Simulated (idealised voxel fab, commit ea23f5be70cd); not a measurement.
This is a process module. Its name is voxel transistor to metal.
Cross-sectional view cut (width: 275 nm; square cell size: 5 nm).
Think of the cross-section as a grid of square cells. We describe it in bands, top to bottom, and each band covers one or more rows of those cells. Per band: top height and bottom height in nm, followed by the left-to-right materials and their widths in nm; "all across" marks a single material spanning edge to edge, "empty" marks empty space. Convention: height 0 is the level below which the wafer, as received, is all one material. The lowest band does not terminate at the bottom but continues downward, represented as "top 0, no bottom". With a width like "30->40", each row of cells in the band differs from the next by the same amount, the top row carrying the first number and the bottom row the second. You'll sometimes find "no alterations made" written for a step, and that's the way of saying that nowhere in the cross-section did a cell change during that step. Sealed internal cavities: empty space of 8 cells or more with no open way to the top, each as width x height at its distance from the left edge, in nm. It should be noted that, on the line of a given step, the content following the step's settings is a remark produced by the simulator itself with respect to that step. The optional step-line setting "overlay nm" applies to steps with a mask and quantifies how far to the right of its planned location the mask lay, a negative value indicating leftward placement. Pairs follow: section before one process step, section after it down to the lowest changed band, step with settings underneath. Pairs may come from different runs of this module on the same starting wafer; continuity with the pair above only as stated in the "before" entry.
**before**
    top 75, bottom 65 = empty (25); aC (20); empty (55); aC (20); empty (30); aC (20); empty (55); aC (20); empty (30)
    top 65, bottom 40 = empty (25); Ru (20); empty (55); Ru (20); empty (30); Ru (20); empty (55); Ru (20); empty (30)
    top 40, bottom 35 = TiN all across
    top 35, bottom 25 = SiO2 (25); TiN (5); Ru (10); TiN (5); SiO2 (55); TiN (5); Ru (10); TiN (5); SiO2 (30); TiN (5); Ru (10); TiN (5); SiO2 (55); TiN (5); Ru (10); TiN (5); SiO2 (30)
    top 25, bottom 20 = SiO2 (25); TiN (5); Ru (10); TiN (5); SiO2 (5); SiN (5); HfO2 (5); TiN (5); W (15); TiN (5); HfO2 (5); SiN (5); SiO2 (5); TiN (5); Ru (10); TiN (5); SiO2 (30); TiN (5); Ru (10); TiN (5); SiO2 (5); SiN (5); HfO2 (5); TiN (5); W (15); TiN (5); HfO2 (5); SiN (5); SiO2 (5); TiN (5); Ru (10); TiN (5); SiO2 (30)
    top 20, bottom 15 = SiO2 (25); TiN (20); SiO2 (5); SiN (5); HfO2 (5); TiN (5); W (15); TiN (5); HfO2 (5); SiN (5); SiO2 (5); TiN (20); SiO2 (30); TiN (20); SiO2 (5); SiN (5); HfO2 (5); TiN (5); W (15); TiN (5); HfO2 (5); SiN (5); SiO2 (5); TiN (20); SiO2 (30)
    top 15, bottom 5 = SiO2 (25); TiN (5); SiGe (20); SiN (5); HfO2 (5); TiN (5); W (15); TiN (5); HfO2 (5); SiN (5); SiGe (20); TiN (5); SiO2 (30); TiN (5); SiGe (20); SiN (5); HfO2 (5); TiN (5); W (15); TiN (5); HfO2 (5); SiN (5); SiGe (20); TiN (5); SiO2 (30)
    top 5, bottom 0 = SiO2 (25); TiN (5); SiGe (20); SiN (5); HfO2 (5); TiN (25); HfO2 (5); SiN (5); SiGe (20); TiN (5); SiO2 (30); TiN (5); SiGe (20); SiN (5); HfO2 (5); TiN (25); HfO2 (5); SiN (5); SiGe (20); TiN (5); SiO2 (30)
    top 0, bottom -5 = SiO2 (20); SiGe (30); SiO2 (5); HfO2 (35); SiO2 (5); SiGe (30); SiO2 (20); SiGe (30); SiO2 (5); HfO2 (35); SiO2 (5); SiGe (30); SiO2 (25)
    top -5, bottom -20 = SiO2 (25); SiGe (25); Si (45); SiGe (25); SiO2 (30); SiGe (25); Si (45); SiGe (25); SiO2 (30)
    top -20, bottom -30 = SiO2 (25); Si (95); SiO2 (30); Si (95); SiO2 (30)
    top -30, no bottom = Si all across
    Sealed internal cavities: none
**Section, Post-Step**
    top 75, bottom 65 = empty (25); aC (20); empty (55); aC (20); empty (30); aC (20); empty (55); aC (20); empty (30)
    top 65, bottom 40 = empty (25); Ru (20); empty (55); Ru (20); empty (30); Ru (20); empty (55); Ru (20); empty (30)
    top 40, bottom 35 = empty (25); TiN (20); empty (55); TiN (20); empty (30); TiN (20); empty (55); TiN (20); empty (30)
    Below 35, the layers are the same as they were.
    Sealed internal cavities: none
So what happens between those two cross-sections up there? DIRECTIONAL_ETCH, etch materials TiN, depth nm 5
before: The pre-step condition corresponds to the post-step cross-section depicted in the pair directly above.
**Section, Post-Step**
    top 65, bottom 40 = empty (25); Ru (20); empty (55); Ru (20); empty (30); Ru (20); empty (55); Ru (20); empty (30)
    Below 40, the layers are the same as they were.
    Sealed internal cavities: none
So what happens between those two cross-sections up there? STRIP, etch materials aC
before: The pre-step condition corresponds to the post-step cross-section depicted in the pair directly above.
**Section, Post-Step**
    top 70, bottom 65 = empty (20); SiN (30); empty (45); SiN (30); empty (20); SiN (30); empty (45); SiN (30); empty (25)
    top 65, bottom 40 = empty (20); SiN (5); Ru (20); SiN (5); empty (45); SiN (5); Ru (20); SiN (5); empty (20); SiN (5); Ru (20); SiN (5); empty (45); SiN (5); Ru (20); SiN (5); empty (25)
    top 40, bottom 35 = SiN (25); TiN (20); SiN (55); TiN (20); SiN (30); TiN (20); SiN (55); TiN (20); SiN (30)
    Below 35, the layers are the same as they were.
    Sealed internal cavities: none
So what happens between those two cross-sections up there? CONFORMAL_DEP, material SiN, thk nm 5
before: The pre-step condition corresponds to the post-step cross-section depicted in the pair directly above.
**Section, Post-Step**
    top 80, bottom 70 = lowk all across
    top 70, bottom 65 = lowk (20); SiN (30); lowk (45); SiN (30); lowk (20); SiN (30); lowk (45); SiN (30); lowk (25)
    top 65, bottom 40 = lowk (20); SiN (5); Ru (20); SiN (5); lowk (45); SiN (5); Ru (20); SiN (5); lowk (20); SiN (5); Ru (20); SiN (5); lowk (45); SiN (5); Ru (20); SiN (5); lowk (25)
    Below 40, the layers are the same as they were.
    Sealed internal cavities: none
So what happens between those two cross-sections up there? FILL_DEP, material lowk, thk nm 10
before: The pre-step condition corresponds to the post-step cross-section depicted in the pair directly above.
**Section, Post-Step**
    top 65, bottom 40 = lowk (20); SiN (5); Ru (20); SiN (5); lowk (45); SiN (5); Ru (20); SiN (5); lowk (20); SiN (5); Ru (20); SiN (5); lowk (45); SiN (5); Ru (20); SiN (5); lowk (25)
    Below 40, the layers are the same as they were.
    Sealed internal cavities: none
So what happens between those two cross-sections up there? CMP, height nm 65
before: The pre-step condition corresponds to the post-step cross-section depicted in the pair directly above.
**Section, Post-Step**
    top 70, bottom 65 = SiCN all across
    Below 65, the layers are the same as they were.
    Sealed internal cavities: none
So what happens between those two cross-sections up there? CONFORMAL_DEP, material SiCN, thk nm 5
**before**
    top 0, no bottom = Si all across
    Sealed internal cavities: none
**Section, Post-Step**
    top 10, bottom 0 = SiN all across
    Below 0, the layers are the same as they were.
    Sealed internal cavities: none
So what happens between those two cross-sections up there? CONFORMAL_DEP, material SiN, thk nm 10
before: The pre-step condition corresponds to the post-step cross-section depicted in the pair directly above.
**Section, Post-Step**
    top 25, bottom 10 = empty (20); resist (105); empty (20); resist (105); empty (25)
    Below 10, the layers are the same as they were.
    Sealed internal cavities: none
So what happens between those two cross-sections up there? PATTERN, tone cover, mask id ACTIVE, material resist, width nm 105, pitch nm 125, thk nm 15, overlay nm 0
before: The pre-step condition corresponds to the post-step cross-section depicted in the pair directly above.
**Section, Post-Step**
    top 25, bottom 10 = empty (20); resist (105); empty (20); resist (105); empty (25)
    top 10, bottom 0 = empty (20); SiN (105); empty (20); SiN (105); empty (25)
    Below 0, the layers are the same as they were.
    Sealed internal cavities: none
So what happens between those two cross-sections up there? DIRECTIONAL_ETCH, etch materials SiN, depth nm 10
before: The pre-step condition corresponds to the post-step cross-section depicted in the pair directly above.
**Section, Post-Step**
    top 25, bottom 10 = empty (20); resist (105); empty (20); resist (105); empty (25)
    top 10, bottom 0 = empty (20); SiN (105); empty (20); SiN (105); empty (25)
    top 0, bottom -25 = empty (20); Si (105); empty (20); Si (105); empty (25)
    Below -25, the layers are the same as they were.
    Sealed internal cavities: none
So what happens between those two cross-sections up there? DIRECTIONAL_ETCH, etch materials Si, depth nm 25
before: The pre-step condition corresponds to the post-step cross-section depicted in the pair directly above.
**Section, Post-Step**
    top 10, bottom 0 = empty (20); SiN (105); empty (20); SiN (105); empty (25)
    Below 0, the layers are the same as they were.
    Sealed internal cavities: none
So what happens between those two cross-sections up there? STRIP, etch materials resist
before: The pre-step condition corresponds to the post-step cross-section depicted in the pair directly above.
**Section, Post-Step**
    top 10, bottom 0 = empty (20); SiN (105); empty (20); SiN (105); empty (25)
    top 0, bottom -25 = empty (20); SiO2 (5); Si (95); SiO2 (5); empty (20); SiO2 (5); Si (95); SiO2 (5); empty (25)
    top -25, bottom -30 = SiO2 (25); Si (95); SiO2 (30); Si (95); SiO2 (30)
    Below -30, the layers are the same as they were.
    Sealed internal cavities: none
So what happens between those two cross-sections up there? OXIDIZE, depth nm 5
before: The pre-step condition corresponds to the post-step cross-section depicted in the pair directly above.
**Section, Post-Step**
    top 20, bottom 10 = SiO2 all across
    top 10, bottom 0 = SiO2 (20); SiN (105); SiO2 (20); SiN (105); SiO2 (25)
    top 0, bottom -30 = SiO2 (25); Si (95); SiO2 (30); Si (95); SiO2 (30)
    Below -30, the layers are the same as they were.
    Sealed internal cavities: none
So what happens between those two cross-sections up there? FILL_DEP, material SiO2, thk nm 10
before: The pre-step condition corresponds to the post-step cross-section depicted in the pair directly above.
**Section, Post-Step**
    top 15, bottom 10 = SiO2 all across
    Below 10, the layers are the same as they were.
    Sealed internal cavities: none
So what happens between those two cross-sections up there? CMP, height nm 15
before: The pre-step condition corresponds to the post-step cross-section depicted in the pair directly above.
**Section, Post-Step**
    top 10, bottom 5 = empty (20); SiN (105); empty (20); SiN (105); empty (25)
    Below 5, the layers are the same as they were.
    Sealed internal cavities: none
So what happens between those two cross-sections up there? SELECTIVE_ETCH, etch materials SiO2, depth nm 10
before: The pre-step condition corresponds to the post-step cross-section depicted in the pair directly above.
**Section, Post-Step**
    top 5, bottom 0 = SiO2 (20); empty (105); SiO2 (20); empty (105); SiO2 (25)
    Below 0, the layers are the same as they were.
    Sealed internal cavities: none
So what happens between those two cross-sections up there? STRIP, etch materials SiN
before: The pre-step condition corresponds to the post-step cross-section depicted in the pair directly above.
**Section, Post-Step**
    top 0, bottom -5 = SiO2 (15); empty (10); Si (95); empty (10); SiO2 (10); empty (10); Si (95); empty (10); SiO2 (20)
    Below -5, the layers are the same as they were.
    Sealed internal cavities: none
So what happens between those two cross-sections up there? SELECTIVE_ETCH, etch materials SiO2, depth nm 5
before: The pre-step condition corresponds to the post-step cross-section depicted in the pair directly above.
**Section, Post-Step**
    top 0, bottom -5 = SiO2 (15); empty (10); SiO2 (95); empty (10); SiO2 (10); empty (10); SiO2 (95); empty (10); SiO2 (20)
    top -5, bottom -10 = SiO2 (30); Si (85); SiO2 (40); Si (85); SiO2 (35)
    Below -10, the layers are the same as they were.
    Sealed internal cavities: none
So what happens between those two cross-sections up there? OXIDIZE, depth nm 5
before: The pre-step condition corresponds to the post-step cross-section depicted in the pair directly above.
**Section, Post-Step**
    top 30, bottom 25 = polySi (15); empty (10); polySi (95); empty (10); polySi (10); empty (10); polySi (95); empty (10); polySi (20)
    top 25, bottom 0 = polySi all across
    top 0, bottom -5 = SiO2 (15); polySi (10); SiO2 (95); polySi (10); SiO2 (10); polySi (10); SiO2 (95); polySi (10); SiO2 (20)
    Below -5, the layers are the same as they were.
    Sealed internal cavities: none
So what happens between those two cross-sections up there? DIRECTIONAL_DEP, material polySi, thk nm 30
before: The pre-step condition corresponds to the post-step cross-section depicted in the pair directly above.
**Section, Post-Step**
    top 40, bottom 35 = SiCN (15); empty (10); SiCN (95); empty (10); SiCN (10); empty (10); SiCN (95); empty (10); SiCN (20)
    top 35, bottom 30 = SiCN all across
    top 30, bottom 25 = polySi (15); SiCN (10); polySi (95); SiCN (10); polySi (10); SiCN (10); polySi (95); SiCN (10); polySi (20)
    Below 25, the layers are the same as they were.
    Sealed internal cavities: none
So what happens between those two cross-sections up there? DIRECTIONAL_DEP, material SiCN, thk nm 10
before: The pre-step condition corresponds to the post-step cross-section depicted in the pair directly above.
**Section, Post-Step**
    top 40, bottom 30 = empty (60); SiCN (25); empty (100); SiCN (25); empty (65)
    top 30, bottom 25 = polySi (15); empty (10); polySi (95); empty (10); polySi (10); empty (10); polySi (95); empty (10); polySi (20)
    Below 25, the layers are the same as they were.
    Sealed internal cavities: none
So what happens between those two cross-sections up there? MASKED_ETCH, tone cover, mask id GATE, width nm 25, pitch nm 125, etch materials SiCN, depth nm 20, overlay nm 0
before: The pre-step condition corresponds to the post-step cross-section depicted in the pair directly above.
**Section, Post-Step**
    top 40, bottom 30 = empty (60); SiCN (25); empty (100); SiCN (25); empty (65)
    top 30, bottom 0 = empty (60); polySi (25); empty (100); polySi (25); empty (65)
    top 0, bottom -5 = SiO2 (15); empty (10); SiO2 (95); empty (10); SiO2 (10); empty (10); SiO2 (95); empty (10); SiO2 (20)
    Below -5, the layers are the same as they were.
    Sealed internal cavities: none
So what happens between those two cross-sections up there? MASKED_ETCH, tone cover, mask id GATE, width nm 25, pitch nm 125, etch materials polySi, depth nm 40, overlay nm 0
before: The pre-step condition corresponds to the post-step cross-section depicted in the pair directly above.
**Section, Post-Step**
    top 45, bottom 40 = empty (55); SiO2 (35); empty (90); SiO2 (35); empty (60)
    top 40, bottom 30 = empty (55); SiO2 (5); SiCN (25); SiO2 (5); empty (90); SiO2 (5); SiCN (25); SiO2 (5); empty (60)
    top 30, bottom 5 = empty (55); SiO2 (5); polySi (25); SiO2 (5); empty (90); SiO2 (5); polySi (25); SiO2 (5); empty (60)
    top 5, bottom 0 = SiO2 (60); polySi (25); SiO2 (100); polySi (25); SiO2 (65)
    top 0, bottom -5 = SiO2 all across
    Below -5, the layers are the same as they were.
    Sealed internal cavities: none
So what happens between those two cross-sections up there? CONFORMAL_DEP, material SiO2, thk nm 5
before: The pre-step condition corresponds to the post-step cross-section depicted in the pair directly above.
**Section, Post-Step**
    top 40, bottom 30 = empty (55); SiO2 (5); SiCN (25); SiO2 (5); empty (90); SiO2 (5); SiCN (25); SiO2 (5); empty (60)
    top 30, bottom 0 = empty (55); SiO2 (5); polySi (25); SiO2 (5); empty (90); SiO2 (5); polySi (25); SiO2 (5); empty (60)
    Below 0, the layers are the same as they were.
    Sealed internal cavities: none
So what happens between those two cross-sections up there? DIRECTIONAL_ETCH, etch materials SiO2, depth nm 5
before: The pre-step condition corresponds to the post-step cross-section depicted in the pair directly above.
**Section, Post-Step**
    top 45, bottom 40 = empty (50); SiN (45); empty (80); SiN (45); empty (55)
    top 40, bottom 30 = empty (50); SiN (5); SiO2 (5); SiCN (25); SiO2 (5); SiN (5); empty (80); SiN (5); SiO2 (5); SiCN (25); SiO2 (5); SiN (5); empty (55)
    top 30, bottom 5 = empty (50); SiN (5); SiO2 (5); polySi (25); SiO2 (5); SiN (5); empty (80); SiN (5); SiO2 (5); polySi (25); SiO2 (5); SiN (5); empty (55)
    top 5, bottom 0 = SiN (55); SiO2 (5); polySi (25); SiO2 (5); SiN (90); SiO2 (5); polySi (25); SiO2 (5); SiN (60)
    Below 0, the layers are the same as they were.
    Sealed internal cavities: none
So what happens between those two cross-sections up there? CONFORMAL_DEP, material SiN, thk nm 5
before: The pre-step condition corresponds to the post-step cross-section depicted in the pair directly above.
**Section, Post-Step**
    top 40, bottom 30 = empty (50); SiN (5); SiO2 (5); SiCN (25); SiO2 (5); SiN (5); empty (80); SiN (5); SiO2 (5); SiCN (25); SiO2 (5); SiN (5); empty (55)
    top 30, bottom 0 = empty (50); SiN (5); SiO2 (5); polySi (25); SiO2 (5); SiN (5); empty (80); SiN (5); SiO2 (5); polySi (25); SiO2 (5); SiN (5); empty (55)
    Below 0, the layers are the same as they were.
    Sealed internal cavities: none
So what happens between those two cross-sections up there? DIRECTIONAL_ETCH, etch materials SiN, depth nm 5
before: The pre-step condition corresponds to the post-step cross-section depicted in the pair directly above.
**Section, Post-Step**
    top 40, bottom 35 = empty (50); SiN (5); empty (5); SiCN (25); empty (5); SiN (5); empty (80); SiN (5); empty (5); SiCN (25); empty (5); SiN (5); empty (55)
    top 35, bottom 30 = empty (50); SiN (5); SiO2 (5); SiCN (25); SiO2 (5); SiN (5); empty (80); SiN (5); SiO2 (5); SiCN (25); SiO2 (5); SiN (5); empty (55)
    top 30, bottom 0 = empty (50); SiN (5); SiO2 (5); polySi (25); SiO2 (5); SiN (5); empty (80); SiN (5); SiO2 (5); polySi (25); SiO2 (5); SiN (5); empty (55)
    top 0, bottom -5 = empty (50); SiO2 (45); empty (80); SiO2 (45); empty (55)
    Below -5, the layers are the same as they were.
    Sealed internal cavities: none
So what happens between those two cross-sections up there? DIRECTIONAL_ETCH, etch materials SiO2, depth nm 5
before: The pre-step condition corresponds to the post-step cross-section depicted in the pair directly above.
**Section, Post-Step**
    top 40, bottom 35 = empty (50); SiN (5); empty (5); SiCN (25); empty (5); SiN (5); empty (80); SiN (5); empty (5); SiCN (25); empty (5); SiN (5); empty (55)
    top 35, bottom 30 = empty (50); SiN (5); SiO2 (5); SiCN (25); SiO2 (5); SiN (5); empty (80); SiN (5); SiO2 (5); SiCN (25); SiO2 (5); SiN (5); empty (55)
    top 30, bottom 0 = empty (50); SiN (5); SiO2 (5); polySi (25); SiO2 (5); SiN (5); empty (80); SiN (5); SiO2 (5); polySi (25); SiO2 (5); SiN (5); empty (55)
    top 0, bottom -5 = empty (50); SiO2 (45); empty (80); SiO2 (45); empty (55)
    top -5, bottom -10 = SiO2 (30); empty (20); Si (45); empty (20); SiO2 (40); empty (20); Si (45); empty (20); SiO2 (35)
    top -10, bottom -20 = SiO2 (25); Si (5); empty (20); Si (45); empty (20); Si (5); SiO2 (30); Si (5); empty (20); Si (45); empty (20); Si (5); SiO2 (30)
    Below -20, the layers are the same as they were.
    Sealed internal cavities: none
So what happens between those two cross-sections up there? DIRECTIONAL_ETCH, etch materials Si, depth nm 15
before: The pre-step condition corresponds to the post-step cross-section depicted in the pair directly above.
**Section, Post-Step**
    top 40, bottom 35 = empty (50); SiN (5); empty (5); SiCN (25); empty (5); SiN (5); empty (80); SiN (5); empty (5); SiCN (25); empty (5); SiN (5); empty (55)
    top 35, bottom 30 = empty (50); SiN (5); SiO2 (5); SiCN (25); SiO2 (5); SiN (5); empty (80); SiN (5); SiO2 (5); SiCN (25); SiO2 (5); SiN (5); empty (55)
    top 30, bottom 15 = empty (50); SiN (5); SiO2 (5); polySi (25); SiO2 (5); SiN (5); empty (80); SiN (5); SiO2 (5); polySi (25); SiO2 (5); SiN (5); empty (55)
    top 15, bottom 10 = empty (30); SiGe (20); SiN (5); SiO2 (5); polySi (25); SiO2 (5); SiN (5); SiGe (20); empty (40); SiGe (20); SiN (5); SiO2 (5); polySi (25); SiO2 (5); SiN (5); SiGe (20); empty (35)
    top 10, bottom 0 = empty (15); SiGe (35); SiN (5); SiO2 (5); polySi (25); SiO2 (5); SiN (5); SiGe (35); empty (10); SiGe (35); SiN (5); SiO2 (5); polySi (25); SiO2 (5); SiN (5); SiGe (35); empty (20)
    top 0, bottom -5 = empty (15); SiGe (35); SiO2 (45); SiGe (35); empty (10); SiGe (35); SiO2 (45); SiGe (35); empty (20)
    top -5, bottom -10 = SiO2 (30); SiGe (20); Si (45); SiGe (20); SiO2 (40); SiGe (20); Si (45); SiGe (20); SiO2 (35)
    top -10, bottom -20 = SiO2 (25); Si (5); SiGe (20); Si (45); SiGe (20); Si (5); SiO2 (30); Si (5); SiGe (20); Si (45); SiGe (20); Si (5); SiO2 (30)
    Below -20, the layers are the same as they were.
    Sealed internal cavities: none
So what happens between those two cross-sections up there? EPI, material SiGe, thk nm 20
before: The pre-step condition corresponds to the post-step cross-section depicted in the pair directly above.
**Section, Post-Step**
    top 45, bottom 40 = SiO2 all across
    top 40, bottom 30 = SiO2 (50); SiN (5); SiO2 (5); SiCN (25); SiO2 (5); SiN (5); SiO2 (80); SiN (5); SiO2 (5); SiCN (25); SiO2 (5); SiN (5); SiO2 (55)
    top 30, bottom 15 = SiO2 (50); SiN (5); SiO2 (5); polySi (25); SiO2 (5); SiN (5); SiO2 (80); SiN (5); SiO2 (5); polySi (25); SiO2 (5); SiN (5); SiO2 (55)
    top 15, bottom 10 = SiO2 (30); SiGe (20); SiN (5); SiO2 (5); polySi (25); SiO2 (5); SiN (5); SiGe (20); SiO2 (40); SiGe (20); SiN (5); SiO2 (5); polySi (25); SiO2 (5); SiN (5); SiGe (20); SiO2 (35)
    top 10, bottom 0 = SiO2 (15); SiGe (35); SiN (5); SiO2 (5); polySi (25); SiO2 (5); SiN (5); SiGe (35); SiO2 (10); SiGe (35); SiN (5); SiO2 (5); polySi (25); SiO2 (5); SiN (5); SiGe (35); SiO2 (20)
    top 0, bottom -5 = SiO2 (15); SiGe (35); SiO2 (45); SiGe (35); SiO2 (10); SiGe (35); SiO2 (45); SiGe (35); SiO2 (20)
    Below -5, the layers are the same as they were.
    Sealed internal cavities: none
So what happens between those two cross-sections up there? FILL_DEP, material SiO2, thk nm 5
before: The pre-step condition corresponds to the post-step cross-section depicted in the pair directly above.
**Section, Post-Step**
    top 30, bottom 15 = SiO2 (50); SiN (5); SiO2 (5); polySi (25); SiO2 (5); SiN (5); SiO2 (80); SiN (5); SiO2 (5); polySi (25); SiO2 (5); SiN (5); SiO2 (55)
    Below 15, the layers are the same as they were.
    Sealed internal cavities: none
So what happens between those two cross-sections up there? CMP, height nm 30
before: The pre-step condition corresponds to the post-step cross-section depicted in the pair directly above.
**Section, Post-Step**
    top 30, bottom 15 = SiO2 (50); SiN (5); SiO2 (5); empty (25); SiO2 (5); SiN (5); SiO2 (80); SiN (5); SiO2 (5); empty (25); SiO2 (5); SiN (5); SiO2 (55)
    top 15, bottom 10 = SiO2 (30); SiGe (20); SiN (5); SiO2 (5); empty (25); SiO2 (5); SiN (5); SiGe (20); SiO2 (40); SiGe (20); SiN (5); SiO2 (5); empty (25); SiO2 (5); SiN (5); SiGe (20); SiO2 (35)
    top 10, bottom 0 = SiO2 (15); SiGe (35); SiN (5); SiO2 (5); empty (25); SiO2 (5); SiN (5); SiGe (35); SiO2 (10); SiGe (35); SiN (5); SiO2 (5); empty (25); SiO2 (5); SiN (5); SiGe (35); SiO2 (20)
    Below 0, the layers are the same as they were.
    Sealed internal cavities: none
So what happens between those two cross-sections up there? STRIP, etch materials polySi
before: The pre-step condition corresponds to the post-step cross-section depicted in the pair directly above.
**Section, Post-Step**
    top 30, bottom 25 = empty (50); SiN (5); empty (35); SiN (5); empty (80); SiN (5); empty (35); SiN (5); empty (55)
    top 25, bottom 15 = SiO2 (50); SiN (5); empty (35); SiN (5); SiO2 (80); SiN (5); empty (35); SiN (5); SiO2 (55)
    top 15, bottom 10 = SiO2 (30); SiGe (20); SiN (5); empty (35); SiN (5); SiGe (20); SiO2 (40); SiGe (20); SiN (5); empty (35); SiN (5); SiGe (20); SiO2 (35)
    top 10, bottom 0 = SiO2 (15); SiGe (35); SiN (5); empty (35); SiN (5); SiGe (35); SiO2 (10); SiGe (35); SiN (5); empty (35); SiN (5); SiGe (35); SiO2 (20)
    top 0, bottom -5 = SiO2 (15); SiGe (35); SiO2 (5); empty (35); SiO2 (5); SiGe (35); SiO2 (10); SiGe (35); SiO2 (5); empty (35); SiO2 (5); SiGe (35); SiO2 (20)
    Below -5, the layers are the same as they were.
    Sealed internal cavities: none
So what happens between those two cross-sections up there? SELECTIVE_ETCH, etch materials SiO2, depth nm 5
before: The pre-step condition corresponds to the post-step cross-section depicted in the pair directly above.
**Section, Post-Step**
    top 35, bottom 30 = empty (45); HfO2 (15); empty (25); HfO2 (15); empty (70); HfO2 (15); empty (25); HfO2 (15); empty (50)
    top 30, bottom 25 = HfO2 (50); SiN (5); HfO2 (5); empty (25); HfO2 (5); SiN (5); HfO2 (80); SiN (5); HfO2 (5); empty (25); HfO2 (5); SiN (5); HfO2 (55)
    top 25, bottom 15 = SiO2 (50); SiN (5); HfO2 (5); empty (25); HfO2 (5); SiN (5); SiO2 (80); SiN (5); HfO2 (5); empty (25); HfO2 (5); SiN (5); SiO2 (55)
    top 15, bottom 10 = SiO2 (30); SiGe (20); SiN (5); HfO2 (5); empty (25); HfO2 (5); SiN (5); SiGe (20); SiO2 (40); SiGe (20); SiN (5); HfO2 (5); empty (25); HfO2 (5); SiN (5); SiGe (20); SiO2 (35)
    top 10, bottom 0 = SiO2 (15); SiGe (35); SiN (5); HfO2 (5); empty (25); HfO2 (5); SiN (5); SiGe (35); SiO2 (10); SiGe (35); SiN (5); HfO2 (5); empty (25); HfO2 (5); SiN (5); SiGe (35); SiO2 (20)
    top 0, bottom -5 = SiO2 (15); SiGe (35); SiO2 (5); HfO2 (35); SiO2 (5); SiGe (35); SiO2 (10); SiGe (35); SiO2 (5); HfO2 (35); SiO2 (5); SiGe (35); SiO2 (20)
    Below -5, the layers are the same as they were.
    Sealed internal cavities: none
So what happens between those two cross-sections up there? CONFORMAL_DEP, material HfO2, thk nm 5
before: The pre-step condition corresponds to the post-step cross-section depicted in the pair directly above.
**Section, Post-Step**
    top 40, bottom 35 = empty (40); TiN (25); empty (15); TiN (25); empty (60); TiN (25); empty (15); TiN (25); empty (45)
    top 35, bottom 30 = TiN (45); HfO2 (15); TiN (5); empty (15); TiN (5); HfO2 (15); TiN (70); HfO2 (15); TiN (5); empty (15); TiN (5); HfO2 (15); TiN (50)
    top 30, bottom 25 = HfO2 (50); SiN (5); HfO2 (5); TiN (5); empty (15); TiN (5); HfO2 (5); SiN (5); HfO2 (80); SiN (5); HfO2 (5); TiN (5); empty (15); TiN (5); HfO2 (5); SiN (5); HfO2 (55)
    top 25, bottom 15 = SiO2 (50); SiN (5); HfO2 (5); TiN (5); empty (15); TiN (5); HfO2 (5); SiN (5); SiO2 (80); SiN (5); HfO2 (5); TiN (5); empty (15); TiN (5); HfO2 (5); SiN (5); SiO2 (55)
    top 15, bottom 5 = SiO2 (30->15); SiGe (20->35); SiN (5); HfO2 (5); TiN (5); empty (15); TiN (5); HfO2 (5); SiN (5); SiGe (20->35); SiO2 (40->10); SiGe (20->35); SiN (5); HfO2 (5); TiN (5); empty (15); TiN (5); HfO2 (5); SiN (5); SiGe (20->35); SiO2 (35->20)
    top 5, bottom 0 = SiO2 (15); SiGe (35); SiN (5); HfO2 (5); TiN (25); HfO2 (5); SiN (5); SiGe (35); SiO2 (10); SiGe (35); SiN (5); HfO2 (5); TiN (25); HfO2 (5); SiN (5); SiGe (35); SiO2 (20)
    Below 0, the layers are the same as they were.
    Sealed internal cavities: none
So what happens between those two cross-sections up there? CONFORMAL_DEP, material TiN, thk nm 5
before: The pre-step condition corresponds to the post-step cross-section depicted in the pair directly above.
**Section, Post-Step**
    top 45, bottom 40 = W all across
    top 40, bottom 35 = W (40); TiN (25); W (15); TiN (25); W (60); TiN (25); W (15); TiN (25); W (45)
    top 35, bottom 30 = TiN (45); HfO2 (15); TiN (5); W (15); TiN (5); HfO2 (15); TiN (70); HfO2 (15); TiN (5); W (15); TiN (5); HfO2 (15); TiN (50)
    top 30, bottom 25 = HfO2 (50); SiN (5); HfO2 (5); TiN (5); W (15); TiN (5); HfO2 (5); SiN (5); HfO2 (80); SiN (5); HfO2 (5); TiN (5); W (15); TiN (5); HfO2 (5); SiN (5); HfO2 (55)
    top 25, bottom 15 = SiO2 (50); SiN (5); HfO2 (5); TiN (5); W (15); TiN (5); HfO2 (5); SiN (5); SiO2 (80); SiN (5); HfO2 (5); TiN (5); W (15); TiN (5); HfO2 (5); SiN (5); SiO2 (55)
    top 15, bottom 5 = SiO2 (30->15); SiGe (20->35); SiN (5); HfO2 (5); TiN (5); W (15); TiN (5); HfO2 (5); SiN (5); SiGe (20->35); SiO2 (40->10); SiGe (20->35); SiN (5); HfO2 (5); TiN (5); W (15); TiN (5); HfO2 (5); SiN (5); SiGe (20->35); SiO2 (35->20)
    Below 5, the layers are the same as they were.
    Sealed internal cavities: none
So what happens between those two cross-sections up there? FILL_DEP, material W, thk nm 5
before: The pre-step condition corresponds to the post-step cross-section depicted in the pair directly above.
**Section, Post-Step**
    top 25, bottom 15 = SiO2 (50); SiN (5); HfO2 (5); TiN (5); W (15); TiN (5); HfO2 (5); SiN (5); SiO2 (80); SiN (5); HfO2 (5); TiN (5); W (15); TiN (5); HfO2 (5); SiN (5); SiO2 (55)
    Below 15, the layers are the same as they were.
    Sealed internal cavities: none
So what happens between those two cross-sections up there? CMP, height nm 25
before: The pre-step condition corresponds to the post-step cross-section depicted in the pair directly above.
**Section, Post-Step**
    top 35, bottom 25 = SiO2 all across
    Below 25, the layers are the same as they were.
    Sealed internal cavities: none
So what happens between those two cross-sections up there? DIRECTIONAL_DEP, material SiO2, thk nm 10
before: The pre-step condition corresponds to the post-step cross-section depicted in the pair directly above.
**Section, Post-Step**
    top 55, bottom 35 = resist (25); empty (20); resist (55); empty (20); resist (30); empty (20); resist (55); empty (20); resist (30)
    Below 35, the layers are the same as they were.
    Sealed internal cavities: none
So what happens between those two cross-sections up there? PATTERN, tone open, mask id CONTACT, material resist, width nm 20, thk nm 20, overlay nm 0
before: The pre-step condition corresponds to the post-step cross-section depicted in the pair directly above.
**Section, Post-Step**
    top 55, bottom 35 = resist (25); empty (20); resist (55); empty (20); resist (30); empty (20); resist (55); empty (20); resist (30)
    top 35, bottom 25 = SiO2 (25); empty (20); SiO2 (55); empty (20); SiO2 (30); empty (20); SiO2 (55); empty (20); SiO2 (30)
    top 25, bottom 15 = SiO2 (25); empty (20); SiO2 (5); SiN (5); HfO2 (5); TiN (5); W (15); TiN (5); HfO2 (5); SiN (5); SiO2 (5); empty (20); SiO2 (30); empty (20); SiO2 (5); SiN (5); HfO2 (5); TiN (5); W (15); TiN (5); HfO2 (5); SiN (5); SiO2 (5); empty (20); SiO2 (30)
    top 15, bottom 10 = SiO2 (25); empty (5); SiGe (20); SiN (5); HfO2 (5); TiN (5); W (15); TiN (5); HfO2 (5); SiN (5); SiGe (20); empty (5); SiO2 (30); empty (5); SiGe (20); SiN (5); HfO2 (5); TiN (5); W (15); TiN (5); HfO2 (5); SiN (5); SiGe (20); empty (5); SiO2 (30)
    Below 10, the layers are the same as they were.
    Sealed internal cavities: none
So what happens between those two cross-sections up there? DIRECTIONAL_ETCH, etch materials SiO2, depth nm 35
